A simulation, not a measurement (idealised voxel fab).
Process module heading - voxel wiring stack
FYI the section here is cut, 260 nm wide, cells are 5 nm squares.
Think of the cross-section as a grid of square cells. We describe it in bands, top to bottom, and each band covers one or more rows of those cells. Basically the band line says how high the top is and how high the bottom is, in nm, and then what's in it from left to right, every material with its width in nm. Empty space shows up as "blank", and if a single material carries "throughout" it runs the full band edge to edge. Heights are reckoned from 0. Under this level, the received wafer is all of one material. The bottommost band is open-ended downward, for example "from 0 down". Think of "30->40" as a width that walks from the first number to the second as you go down the band, top row to bottom row, taking equal-sized steps from row to row. "no alterations made" (step): cross-section cells unchanged, all of them. Under "Closed void entries" you'll find the enclosed gaps, the ones with no way out to the top, that are 8 cells or bigger; each reads width x height at distance, with distance counted from the left edge, everything in nm. On each step's line, the part that comes after the settings is the simulator's own comment on the step. overlay nm: mask offset rightward from planned place, masked step; negative means leftward offset.
This section lists the process steps that were planned:
1,RECEIVE [material Si]
2,CONFORMAL_DEP [material SiO2] [thk nm 10]
3,DIRECTIONAL_DEP [material TiN] [thk nm 5]
4,DIRECTIONAL_DEP [material W] [thk nm 25]
5,MASKED_ETCH [tone cover] [mask id METAL_1] [width nm 25] [pitch nm 40] [etch materials W] [depth nm 25] [overlay nm 0]
6,MASKED_ETCH [tone cover] [mask id METAL_1] [width nm 25] [pitch nm 40] [etch materials TiN] [depth nm 5] [overlay nm 0]
7,FILL_DEP [material lowk] [thk nm 5]
8,CMP [height nm 40]
9,CONFORMAL_DEP [material SiCN] [thk nm 5]
10,DIRECTIONAL_DEP [material SiO2] [thk nm 10]
11,PATTERN [tone open] [mask id PLUG_1] [material resist] [width nm 15] [pitch nm 40] [thk nm 15] [overlay nm 0]
12,DIRECTIONAL_ETCH [etch materials SiO2] [depth nm 10]
13,DIRECTIONAL_ETCH [etch materials SiCN] [depth nm 5]
14,STRIP [etch materials resist]
15,CONFORMAL_DEP [material TiN] [thk nm 5]
16,FILL_DEP [material Ru] [thk nm 10]
17,CMP [height nm 55]
18,DIRECTIONAL_DEP [material TiN] [thk nm 5]
19,DIRECTIONAL_DEP [material Ru] [thk nm 25]
20,DIRECTIONAL_DEP [material aC] [thk nm 15]
21,PATTERN [tone cover] [mask id METAL_2] [material resist] [width nm 25] [pitch nm 40] [thk nm 35] [overlay nm 0]
22,DIRECTIONAL_ETCH [etch materials aC] [depth nm 15]
23,STRIP [etch materials resist]
24,DIRECTIONAL_ETCH [etch materials Ru] [depth nm 25]
25,DIRECTIONAL_ETCH [etch materials TiN] [depth nm 5]
26,STRIP [etch materials aC]
27,CONFORMAL_DEP [material SiCN] [thk nm 5]
28,FILL_DEP [material SiO2] [thk nm 5]
29,CMP [height nm 85]
30,CONFORMAL_DEP [material SiCN] [thk nm 5]
31,DIRECTIONAL_DEP [material lowk] [thk nm 20]
32,PATTERN [tone open] [mask id PLUG_2] [material resist] [width nm 15] [pitch nm 80] [thk nm 20] [overlay nm 0]
33,DIRECTIONAL_ETCH [etch materials lowk] [depth nm 20]
34,DIRECTIONAL_ETCH [etch materials SiCN] [depth nm 5]
35,STRIP [etch materials resist]
36,CONFORMAL_DEP [material TiN] [thk nm 5]
37,FILL_DEP [material Ru] [thk nm 5]
38,CMP [height nm 110]
39,CONFORMAL_DEP [material SiN] [thk nm 5]
40,DIRECTIONAL_DEP [material SiO2] [thk nm 15]
41,MASKED_ETCH [tone open] [mask id METAL_3] [width nm 25] [pitch nm 40] [etch materials SiO2] [depth nm 15] [overlay nm 0]
42,MASKED_ETCH [tone open] [mask id METAL_3] [width nm 25] [pitch nm 40] [etch materials SiN] [depth nm 5] [overlay nm 0]
43,CONFORMAL_DEP [material TiN] [thk nm 5]
44,FILL_DEP [material Cu] [thk nm 5]
45,CMP [height nm 130]
46,CONFORMAL_DEP [material SiCN] [thk nm 5]
The cross-section here shows the wafer as received, i.e. in its state after step 1:
  from 0 down = Si throughout
  Closed void entries: none
End-of-module cross-section of the first of two wafers, processed as planned:
  from 135 to 130 = SiCN throughout
  from 130 to 115 = SiO2 55 / TiN 5 / Cu 15 / TiN 5 / SiO2 15 / TiN 5 / Cu 15 / TiN 5 / SiO2 15 / TiN 5 / Cu 15 / TiN 5 / SiO2 15 / TiN 5 / Cu 15 / TiN 5 / SiO2 60
  from 115 to 110 = SiN 55 / TiN 25 / SiN 15 / TiN 25 / SiN 15 / TiN 25 / SiN 15 / TiN 25 / SiN 60
  from 110 to 90 = lowk 55 / TiN 5 / Ru 5 / TiN 5 / lowk 65 / TiN 5 / Ru 5 / TiN 5 / lowk 110
  from 90 to 85 = SiCN 55 / TiN 15 / SiCN 65 / TiN 15 / SiCN 110
  from 85 to 60 = SiO2 50 / SiCN 5 / Ru 25 / SiCN 5 / SiO2 5 / SiCN 5 / Ru 25 / SiCN 5 / SiO2 5 / SiCN 5 / Ru 25 / SiCN 5 / SiO2 5 / SiCN 5 / Ru 25 / SiCN 5 / SiO2 55
  from 60 to 55 = SiCN 55 / TiN 25 / SiCN 15 / TiN 25 / SiCN 15 / TiN 25 / SiCN 15 / TiN 25 / SiCN 60
  from 55 to 45 = SiO2 55 / TiN 5 / Ru 5 / TiN 5 / SiO2 25 / TiN 5 / Ru 5 / TiN 5 / SiO2 25 / TiN 5 / Ru 5 / TiN 5 / SiO2 25 / TiN 5 / Ru 5 / TiN 5 / SiO2 70
  from 45 to 40 = SiCN 55 / TiN 15 / SiCN 25 / TiN 15 / SiCN 25 / TiN 15 / SiCN 25 / TiN 15 / SiCN 70
  from 40 to 15 = lowk 55 / W 25 / lowk 15 / W 25 / lowk 15 / W 25 / lowk 15 / W 25 / lowk 60
  from 15 to 10 = lowk 55 / TiN 25 / lowk 15 / TiN 25 / lowk 15 / TiN 25 / lowk 15 / TiN 25 / lowk 60
  from 10 to 0 = SiO2 throughout
  from 0 down = Si throughout
  Closed void entries: none
Here's the second of our two wafers sectioned at module end. Same start as the first, same plan, but one mistake got made running it:
  from 135 to 130 = SiCN throughout
  from 130 to 120 = SiO2 55 / TiN 5 / Cu 15 / TiN 5 / SiO2 15 / TiN 5 / Cu 15 / TiN 5 / SiO2 15 / TiN 5 / Cu 15 / TiN 5 / SiO2 15 / TiN 5 / Cu 15 / TiN 5 / SiO2 60
  from 120 to 115 = SiN 55 / TiN 25 / SiN 15 / TiN 25 / SiN 15 / TiN 25 / SiN 15 / TiN 25 / SiN 60
  from 115 to 110 = TiN 60 / Ru 5 / TiN 75 / Ru 5 / TiN 115
  from 110 to 90 = lowk 55 / TiN 5 / Ru 5 / TiN 5 / lowk 65 / TiN 5 / Ru 5 / TiN 5 / lowk 110
  from 90 to 85 = SiCN 55 / TiN 15 / SiCN 65 / TiN 15 / SiCN 110
  from 85 to 60 = SiO2 50 / SiCN 5 / Ru 25 / SiCN 5 / SiO2 5 / SiCN 5 / Ru 25 / SiCN 5 / SiO2 5 / SiCN 5 / Ru 25 / SiCN 5 / SiO2 5 / SiCN 5 / Ru 25 / SiCN 5 / SiO2 55
  from 60 to 55 = SiCN 55 / TiN 25 / SiCN 15 / TiN 25 / SiCN 15 / TiN 25 / SiCN 15 / TiN 25 / SiCN 60
  from 55 to 45 = SiO2 55 / TiN 5 / Ru 5 / TiN 5 / SiO2 25 / TiN 5 / Ru 5 / TiN 5 / SiO2 25 / TiN 5 / Ru 5 / TiN 5 / SiO2 25 / TiN 5 / Ru 5 / TiN 5 / SiO2 70
  from 45 to 40 = SiCN 55 / TiN 15 / SiCN 25 / TiN 15 / SiCN 25 / TiN 15 / SiCN 25 / TiN 15 / SiCN 70
  from 40 to 15 = lowk 55 / W 25 / lowk 15 / W 25 / lowk 15 / W 25 / lowk 15 / W 25 / lowk 60
  from 15 to 10 = lowk 55 / TiN 25 / lowk 15 / TiN 25 / lowk 15 / TiN 25 / lowk 15 / TiN 25 / lowk 60
  from 10 to 0 = SiO2 throughout
  from 0 down = Si throughout
  Closed void entries: none
Nonconformance to the process plan: the process deviated at step 38: the operation and settings actually run there were CMP [height nm 115]
at the end the second wafer has, in cells: -12 Cu; +2 Ru; -32 SiO2; +42 TiN
